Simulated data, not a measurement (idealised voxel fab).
process module | voxel gate over fins
cross-section cut | 205 nm wide | cells 5 nm
A cross-section is a grid of square cells, given in bands from the top down. A band is one or more rows of cells.
Each band's line starts with the height of the band's top and of its bottom, in nm. Then come its materials from left to right, each with its width in nm. One material with "throughout" fills the band from edge to edge. "air" is empty space.
Height 0 is the level under which the wafer as received is all one material. The lowest band goes on downwards, as in "0 down".
A width such as "30 to 40" changes by the same amount from each row of cells to the next, from the band's top row to its bottom row.
"no change" after a step means that no cell of the cross-section changed.
closed voids: empty space of 8 cells or more with no open way to the top, each as width x height at its distance from the left edge, in nm
after a step's settings: what the simulator itself notes on the step
overlay nm, on a step with a mask: how far to the right of its planned place the mask lay; to the left if negative
plan
1 op RECEIVE | material Si
2 op CONFORMAL_DEP | material SiN | thk nm 5
3 op PATTERN | tone cover | mask id FINS | material resist | width nm 15 | pitch nm 45 | thk nm 20 | overlay nm 0
4 op DIRECTIONAL_ETCH | etch materials SiN | depth nm 5
5 op DIRECTIONAL_ETCH | etch materials Si | depth nm 30
6 op STRIP | etch materials resist
7 op FILL_DEP | material SiO2 | thk nm 5
8 op CMP | height nm 5
9 op SELECTIVE_ETCH | etch materials SiO2 | depth nm 20
10 op STRIP | etch materials SiN
11 op CONFORMAL_DEP | material HfO2 | thk nm 5
12 op CONFORMAL_DEP | material TiN | thk nm 5
13 op CONFORMAL_DEP | material TiAl | thk nm 5
14 op CONFORMAL_DEP | material TiN | thk nm 5
15 op FILL_DEP | material W | thk nm 15
16 op CMP | height nm 30
17 op CONFORMAL_DEP | material SiN | thk nm 10
as received, after step 1
  0 down: Si throughout
  closed voids: none
a wafer at the end: this start, this plan, one mistake
  40 to 30: SiN throughout
  30 to 20: W throughout
  20 to 15: W 50 | TiN 105 | W 50
  15 to 10: W 50 | TiN 5 | TiAl 95 | TiN 5 | W 50
  10 to 5: W 50 | TiN 5 | TiAl 5 | TiN 40 | TiAl 5 | TiN 40 | TiAl 5 | TiN 5 | W 50
  5 to 0: TiN 55 | TiAl 5 | TiN 5 | HfO2 30 | TiN 5 | TiAl 5 | TiN 5 | HfO2 30 | TiN 5 | TiAl 5 | TiN 55
  0 to -5: TiAl 60 | TiN 5 | HfO2 5 | Si 20 | HfO2 5 | TiN 5 | TiAl 5 | TiN 5 | HfO2 5 | Si 20 | HfO2 5 | TiN 5 | TiAl 60
  -5 to -10: TiN 65 | HfO2 5 | Si 20 | HfO2 5 | TiN 15 | HfO2 5 | Si 20 | HfO2 5 | TiN 65
  -10 to -15: HfO2 70 | Si 20 | HfO2 25 | Si 20 | HfO2 70
  -15 to -30: SiO2 70 | Si 20 | SiO2 25 | Si 20 | SiO2 70
  -30 down: Si throughout
  closed voids: none
what went wrong: step 3 ran as: op PATTERN | tone cover | mask id FINS | material resist | width nm 20 | pitch nm 45 | thk nm 20 | overlay nm 0
